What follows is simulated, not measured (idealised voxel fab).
Proc. module: voxel transistor to metal
For reference, the cross-section in this document is cut, with width 215 nm and square cells of 5 nm.
Cross-section spec: square-cell grid; bands listed top down; each band is one or more rows. Per band: top height and bottom height in nm, followed by the left-to-right materials and their widths in nm; "throughout" marks a single material spanning edge to edge, "air" marks empty space. Beneath 0, the wafer as received is one material, and that level is where height counting begins. The lowest band goes on downward without a bottom; it is written like "0 and below". Read "30..40" as a graded width: first number on top, second number at the bottom, same change between each pair of neighbouring rows. Take "no modifications" at face value: in the step it is given for, the cross-section changed in none of its cells. Under "Closed void inventory" you'll find the enclosed gaps, the ones with no way out to the top, that are 8 cells or bigger; each reads width x height at distance, with distance counted from the left edge, everything in nm. Step line, after settings: the simulator's comment on this step. overlay nm: right-of-plan distance of the mask on a masked step; negative values mean left-of-plan.
**So here's the lineup of process steps we planned**
step 1: RECEIVE with material Si
step 2: OXIDIZE with depth nm 5
step 3: CONFORMAL_DEP with material SiN, thk nm 15
step 4: MASKED_ETCH with tone cover, mask id ACTIVE, width nm 95, etch materials SiN, depth nm 15, overlay nm 0
step 5: MASKED_ETCH with tone cover, mask id ACTIVE, width nm 95, etch materials SiO2, depth nm 5, overlay nm 0
step 6: MASKED_ETCH with tone cover, mask id ACTIVE, width nm 95, etch materials Si, depth nm 35, overlay nm 0
step 7: OXIDIZE with depth nm 5
step 8: FILL_DEP with material SiO2, thk nm 10
step 9: CMP with height nm 15
step 10: SELECTIVE_ETCH with etch materials SiO2, depth nm 5
step 11: STRIP with etch materials SiN
step 12: SELECTIVE_ETCH with etch materials SiO2, depth nm 5
step 13: OXIDIZE with depth nm 5
step 14: DIRECTIONAL_DEP with material polySi, thk nm 30
step 15: DIRECTIONAL_DEP with material SiCN, thk nm 15
step 16: MASKED_ETCH with tone cover, mask id GATE, width nm 15, etch materials SiCN, depth nm 25, overlay nm 0
step 17: MASKED_ETCH with tone cover, mask id GATE, width nm 15, etch materials polySi, depth nm 40, overlay nm 0
step 18: CONFORMAL_DEP with material SiO2, thk nm 5
step 19: DIRECTIONAL_ETCH with etch materials SiO2, depth nm 5
step 20: CONFORMAL_DEP with material SiN, thk nm 5
step 21: DIRECTIONAL_ETCH with etch materials SiN, depth nm 5
step 22: DIRECTIONAL_ETCH with etch materials SiO2, depth nm 5
step 23: DIRECTIONAL_ETCH with etch materials Si, depth nm 15
step 24: EPI with material SiGe, thk nm 20
step 25: FILL_DEP with material SiO2, thk nm 10
step 26: CMP with height nm 40
step 27: DIRECTIONAL_DEP with material SiO2, thk nm 15
step 28: MASKED_ETCH with tone open, mask id CONTACT, width nm 25, pitch nm 50, etch materials SiO2, depth nm 45, overlay nm 0
step 29: CONFORMAL_DEP with material TiN, thk nm 5
step 30: FILL_DEP with material Ru, thk nm 10
step 31: CMP with height nm 55
step 32: CONFORMAL_DEP with material SiN, thk nm 5
step 33: DIRECTIONAL_DEP with material lowk, thk nm 15
step 34: PATTERN with tone open, mask id METAL_1, material resist, width nm 15, pitch nm 60, thk nm 20, overlay nm 0
step 35: DIRECTIONAL_ETCH with etch materials lowk, depth nm 15
step 36: DIRECTIONAL_ETCH with etch materials SiN, depth nm 5
step 37: STRIP with etch materials resist
step 38: CONFORMAL_DEP with material TiN, thk nm 5
step 39: FILL_DEP with material W, thk nm 5
step 40: CMP with height nm 75
step 41: EPI with material Ru, thk nm 5
step 42: FILL_DEP with material SiCN, thk nm 5
**Step 1 complete: cross-section of the wafer as received**
* 0 and below  Si throughout
* Closed void inventory: none
**First of two wafers at the end of the module, shown in cross-section; run carried out as planned**
* 85 down to 80  SiCN throughout
* 80 down to 75  SiCN 65 nm; Ru 25 nm; SiCN 35 nm; Ru 25 nm; SiCN 65 nm
* 75 down to 60  lowk 70 nm; TiN 5 nm; W 5 nm; TiN 5 nm; lowk 45 nm; TiN 5 nm; W 5 nm; TiN 5 nm; lowk 70 nm
* 60 down to 55  SiN 70 nm; TiN 15 nm; SiN 45 nm; TiN 15 nm; SiN 70 nm
* 55 down to 45  SiO2 70 nm; TiN 5 nm; Ru 15 nm; TiN 5 nm; SiO2 25 nm; TiN 5 nm; Ru 15 nm; TiN 5 nm; SiO2 70 nm
* 45 down to 40  SiO2 70 nm; TiN 5 nm; Ru 10 nm; TiN 10 nm; SiO2 25 nm; TiN 10 nm; Ru 10 nm; TiN 5 nm; SiO2 70 nm
* 40 down to 25  SiO2 70 nm; TiN 5 nm; Ru 10 nm; TiN 5 nm; SiN 5 nm; SiO2 5 nm; SiCN 15 nm; SiO2 5 nm; SiN 5 nm; TiN 5 nm; Ru 10 nm; TiN 5 nm; SiO2 70 nm
* 25 down to 15  SiO2 70 nm; TiN 5 nm; Ru 10 nm; TiN 5 nm; SiN 5 nm; SiO2 5 nm; polySi 15 nm; SiO2 5 nm; SiN 5 nm; TiN 5 nm; Ru 10 nm; TiN 5 nm; SiO2 70 nm
* 15 down to 10  SiO2 70 nm; TiN 20 nm; SiN 5 nm; SiO2 5 nm; polySi 15 nm; SiO2 5 nm; SiN 5 nm; TiN 20 nm; SiO2 70 nm
* 10 down to 5  SiO2 70 nm; SiGe 20 nm; SiN 5 nm; SiO2 5 nm; polySi 15 nm; SiO2 5 nm; SiN 5 nm; SiGe 20 nm; SiO2 70 nm
* 5 down to -5  SiO2 60 nm; SiN 5 nm; SiO2 5 nm; SiGe 20 nm; SiN 5 nm; SiO2 5 nm; polySi 15 nm; SiO2 5 nm; SiN 5 nm; SiGe 20 nm; SiO2 5 nm; SiN 5 nm; SiO2 60 nm
* -5 down to -10  SiO2 65 nm; SiGe 25 nm; SiO2 35 nm; SiGe 25 nm; SiO2 65 nm
* -10 down to -25  SiO2 65 nm; SiGe 25 nm; Si 35 nm; SiGe 25 nm; SiO2 65 nm
* -25 down to -45  SiO2 65 nm; Si 85 nm; SiO2 65 nm
* -45 and below  Si throughout
* Closed void inventory: none
**Same start, same plan as the first wafer - but one mistake in the run. Cross-section of the second of the two at the end of the module**
* 80 down to 60  SiCN throughout
* 60 down to 55  SiN throughout
* 55 down to 45  SiO2 70 nm; TiN 5 nm; Ru 15 nm; TiN 5 nm; SiO2 25 nm; TiN 5 nm; Ru 15 nm; TiN 5 nm; SiO2 70 nm
* 45 down to 40  SiO2 70 nm; TiN 5 nm; Ru 10 nm; TiN 10 nm; SiO2 25 nm; TiN 10 nm; Ru 10 nm; TiN 5 nm; SiO2 70 nm
* 40 down to 25  SiO2 70 nm; TiN 5 nm; Ru 10 nm; TiN 5 nm; SiN 5 nm; SiO2 5 nm; SiCN 15 nm; SiO2 5 nm; SiN 5 nm; TiN 5 nm; Ru 10 nm; TiN 5 nm; SiO2 70 nm
* 25 down to 15  SiO2 70 nm; TiN 5 nm; Ru 10 nm; TiN 5 nm; SiN 5 nm; SiO2 5 nm; polySi 15 nm; SiO2 5 nm; SiN 5 nm; TiN 5 nm; Ru 10 nm; TiN 5 nm; SiO2 70 nm
* 15 down to 10  SiO2 70 nm; TiN 20 nm; SiN 5 nm; SiO2 5 nm; polySi 15 nm; SiO2 5 nm; SiN 5 nm; TiN 20 nm; SiO2 70 nm
* 10 down to 5  SiO2 70 nm; SiGe 20 nm; SiN 5 nm; SiO2 5 nm; polySi 15 nm; SiO2 5 nm; SiN 5 nm; SiGe 20 nm; SiO2 70 nm
* 5 down to -5  SiO2 60 nm; SiN 5 nm; SiO2 5 nm; SiGe 20 nm; SiN 5 nm; SiO2 5 nm; polySi 15 nm; SiO2 5 nm; SiN 5 nm; SiGe 20 nm; SiO2 5 nm; SiN 5 nm; SiO2 60 nm
* -5 down to -10  SiO2 65 nm; SiGe 25 nm; SiO2 35 nm; SiGe 25 nm; SiO2 65 nm
* -10 down to -25  SiO2 65 nm; SiGe 25 nm; Si 35 nm; SiGe 25 nm; SiO2 65 nm
* -25 down to -45  SiO2 65 nm; Si 85 nm; SiO2 65 nm
* -45 and below  Si throughout
* Closed void inventory: none
Against the plan, the run slipped here: step 33 ran differently from the plan; actual operation with settings: DIRECTIONAL_DEP with material SiCN, thk nm 15
Count the cells at the end and the second wafer has more or fewer of some materials than the first: Ru: 10 fewer; SiCN: 96 more; SiN: 6 more; TiN: 18 fewer; W: 6 fewer; lowk: 111 fewer
